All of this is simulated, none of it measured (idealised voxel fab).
You're looking at the process module voxel quadruple lines.
Each square cell in cross-section cut measures 5 nm, and the section as a whole is 150 nm wide.
Heads up, the way a cross-section reads in here is a grid of square cells, handed over as bands from the top down, with every band being one or more rows of cells.
Band: top height; bottom height; in nm. Then, left to right: material with width in nm, for each material. "all across": a single material spanning edge to edge. "empty": empty space.
Heights are reckoned from 0. Under this level, the received wafer is all of one material. The bottommost band is open-ended downward, for example "0 -> down".
Think of "30 to 40" as a width that walks from the first number to the second as you go down the band, top row to bottom row, taking equal-sized steps from row to row.
Given "nothing different" for a step, no cell of the cross-section differs between before and after that step.
Entry "Voids, sealed". Content: empty spaces with no open connection to the top, size 8 cells or greater. Each: width x height at distance. Distance: from left edge. Unit: nm.
The remark found on a step's line after its settings is issued by the simulator itself and pertains to that step.
Each step line may optionally specify "overlay nm", which for a step with a mask gives the rightward distance between the mask's planned place and where it lay, a negative value indicating the leftward direction.

## Below is the list of planned process steps
1 RECEIVE, material Si
2 CONFORMAL_DEP, material Al2O3, thk nm 10
3 DIRECTIONAL_DEP, material W, thk nm 10
4 DIRECTIONAL_DEP, material polySi, thk nm 20
5 DIRECTIONAL_DEP, material aC, thk nm 20
6 PATTERN, tone cover, mask id MANDREL, material resist, width nm 30, thk nm 30, overlay nm 0
7 DIRECTIONAL_ETCH, etch materials aC, depth nm 20
8 STRIP, etch materials resist
9 CONFORMAL_DEP, material SiO2, thk nm 10
10 DIRECTIONAL_ETCH, etch materials SiO2, depth nm 5
11 STRIP, etch materials aC
12 DIRECTIONAL_ETCH, etch materials polySi, depth nm 20
13 STRIP, etch materials SiO2
14 CONFORMAL_DEP, material SiCN, thk nm 10
15 DIRECTIONAL_ETCH, etch materials SiCN, depth nm 10
16 STRIP, etch materials polySi
17 DIRECTIONAL_ETCH, etch materials W, depth nm 10
18 STRIP, etch materials SiCN
What sets these wafers apart? The depth nm at step 10. They all start alike, and the plan carries the first wafer's value.

## Here's the first of the wafers in cross-section, just as we got it, i.e. after step 1
  0 -> down  Si all across
  Voids, sealed: none

## Below is a per-wafer table. In it, each row describes the wafer at the end of the module by giving, for each material, the number of cells gained (+) or lost (-) since the wafer was received, and after that the closed voids of the wafer
depth nm 5, +60 Al2O3, Voids, sealed: none
depth nm 10, +60 Al2O3, +16 W, Voids, sealed: none
depth nm 15, +60 Al2O3, +16 W, Voids, sealed: none
depth nm 20, +60 Al2O3, +16 W, Voids, sealed: none
depth nm 25, +60 Al2O3, +16 W, Voids, sealed: none
